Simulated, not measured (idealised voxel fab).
process module | voxel fin reveal
cross-section cut | 275 nm wide | cells 5 nm
A cross-section is a grid of square cells, given in bands from the top down. A band is one or more rows of cells.
Each band's line starts with the height of the band's top and of its bottom, in nm. Then come its materials from left to right, each with its width in nm. One material with "throughout" fills the band from edge to edge. "air" is empty space.
Height 0 is the level under which the wafer as received is all one material. The lowest band goes on downwards, as in "0 down".
A width such as "30 to 40" changes by the same amount from each row of cells to the next, from the band's top row to its bottom row.
"no change" after a step means that no cell of the cross-section changed.
closed voids: empty space of 8 cells or more with no open way to the top, each as width x height at its distance from the left edge, in nm
after a step's settings: what the simulator itself notes on the step
overlay nm, on a step with a mask: how far to the right of its planned place the mask lay; to the left if negative
plan
1 op RECEIVE | material Si
2 op CONFORMAL_DEP | material SiN | thk nm 10
3 op MASKED_ETCH | tone cover | mask id FINS | width nm 15 | pitch nm 45 | etch materials SiN | depth nm 10 | overlay nm 0
4 op MASKED_ETCH | tone cover | mask id FINS | width nm 15 | pitch nm 45 | etch materials Si | depth nm 35 | overlay nm 0
5 op OXIDIZE | depth nm 5
6 op FILL_DEP | material SiO2 | thk nm 15
7 op CMP | height nm 10
8 op SELECTIVE_ETCH | etch materials SiO2 | depth nm 20
9 op STRIP | etch materials SiN
first wafer, as planned
as received, after step 1
  0 down: Si throughout
  closed voids: none
after step 2
  10 to 0: SiN throughout
  below 0: unchanged
after step 3
  10 to 0: air 60 | SiN 15 | air 30 | SiN 15 | air 30 | SiN 15 | air 30 | SiN 15 | air 65
  below 0: unchanged
after step 4
  10 to 0: air 60 | SiN 15 | air 30 | SiN 15 | air 30 | SiN 15 | air 30 | SiN 15 | air 65
  0 to -35: air 60 | Si 15 | air 30 | Si 15 | air 30 | Si 15 | air 30 | Si 15 | air 65
  below -35: unchanged
after step 5
  10 to 0: air 60 | SiN 15 | air 30 | SiN 15 | air 30 | SiN 15 | air 30 | SiN 15 | air 65
  0 to -35: air 60 | SiO2 5 | Si 5 | SiO2 5 | air 30 | SiO2 5 | Si 5 | SiO2 5 | air 30 | SiO2 5 | Si 5 | SiO2 5 | air 30 | SiO2 5 | Si 5 | SiO2 5 | air 65
  -35 to -40: SiO2 65 | Si 5 | SiO2 40 | Si 5 | SiO2 40 | Si 5 | SiO2 40 | Si 5 | SiO2 70
  below -40: unchanged
after step 6
  25 to 10: SiO2 throughout
  10 to 0: SiO2 60 | SiN 15 | SiO2 30 | SiN 15 | SiO2 30 | SiN 15 | SiO2 30 | SiN 15 | SiO2 65
  0 to -40: SiO2 65 | Si 5 | SiO2 40 | Si 5 | SiO2 40 | Si 5 | SiO2 40 | Si 5 | SiO2 70
  below -40: unchanged
after step 7
  10 to 0: SiO2 60 | SiN 15 | SiO2 30 | SiN 15 | SiO2 30 | SiN 15 | SiO2 30 | SiN 15 | SiO2 65
  below 0: unchanged
after step 8
  10 to 0: air 60 | SiN 15 | air 30 | SiN 15 | air 30 | SiN 15 | air 30 | SiN 15 | air 65
  0 to -10: air 65 | Si 5 | air 40 | Si 5 | air 40 | Si 5 | air 40 | Si 5 | air 70
  below -10: unchanged
after step 9
  0 to -10: air 65 | Si 5 | air 40 | Si 5 | air 40 | Si 5 | air 40 | Si 5 | air 70
  below -10: unchanged
second wafer: like start, like plan, one mistake. Through step 7 it matches the first wafer
when step 8 should have ended
  10 to 0: air 60 | SiN 15 | air 30 | SiN 15 | air 30 | SiN 15 | air 30 | SiN 15 | air 65
  0 to -30: air 65 | Si 5 | air 40 | Si 5 | air 40 | Si 5 | air 40 | Si 5 | air 70
  below -30: unchanged
when step 9 should have ended
  0 to -30: air 65 | Si 5 | air 40 | Si 5 | air 40 | Si 5 | air 40 | Si 5 | air 70
  below -30: unchanged
what went wrong: step 8 was run twice
at the end the second wafer has, in cells: 204 fewer of SiO2
